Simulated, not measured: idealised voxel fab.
The document below concerns the process module designated voxel ribs on slabs.
We display cut, a cross-section 270 nm in width whose square cells are each 5 nm.
Throughout this document, each cross-section is represented as a grid of square cells and is presented as a sequence of bands enumerated from the top downward, where a band comprises one or more rows of cells.
It is stipulated that each band's entry specify, in nanometres, the height of the top of the band and then that of its bottom, followed by the materials of the band in left-to-right sequence, each together with its width in nanometres. A single material marked by the word "everywhere" is understood to fill the band from edge to edge; the word "air" is understood to denote empty space.
Measure heights from 0. That's the level where, below it, the as-received wafer is all one material. The lowest band is bottomless and extends downward; write it as in "from 0 down".
Width "30 to 40": first value at the band's top row of cells, second value at its bottom row, equal change from row to row.
Reading "stayed the same" for a step: not a cell of the cross-section changed in it.
"Enclosed void catalog": empty spaces of 8 cells or more with no open way to the top, each given as width x height at distance, distance from the left edge, all in nm.
Read whatever lies past the settings on a step's line as the simulator's own remark about the step.
overlay nm: mask right of planned place by this much (step with mask). Neg. = left.

-- Listed below are the process steps as planned
1) RECEIVE | material Si
2) DIRECTIONAL_DEP | material SiO2 | thk nm 25
3) DIRECTIONAL_DEP | material SiN | thk nm 20
4) PATTERN | tone cover | mask id RIB | material resist | width nm 15 | thk nm 20 | overlay nm 0
5) DIRECTIONAL_ETCH | etch materials SiN | depth nm 5
6) STRIP | etch materials resist
7) PATTERN | tone cover | mask id SLAB | material resist | width nm 75 | thk nm 20 | overlay nm 0
8) DIRECTIONAL_ETCH | etch materials SiN | depth nm 15
9) STRIP | etch materials resist
10) FILL_DEP | material SiO2 | thk nm 25
11) CMP | height nm 60
12) DIRECTIONAL_DEP | material W | thk nm 5
13) MASKED_ETCH | tone cover | mask id HEATER | width nm 25 | etch materials W | depth nm 5 | overlay nm 0
14) CONFORMAL_DEP | material SiO2 | thk nm 5

-- as received, after step 1
from 0 down  Si everywhere
Enclosed void catalog: none

-- Figure: cross-sectional view of the wafer upon completion of the module, processed from the initial state and according to the plan depicted above, with one error introduced during execution
from 65 to 60  air=120, then W=25, then air=125
from 60 to 45  SiO2 everywhere
from 45 to 40  SiO2=125, then SiN=15, then SiO2=130
from 40 to 25  SiO2=95, then SiN=75, then SiO2=100
from 25 to 0  SiO2 everywhere
from 0 down  Si everywhere
Enclosed void catalog: none
Run error: the run left out plan step 14 entirely, so it was never executed
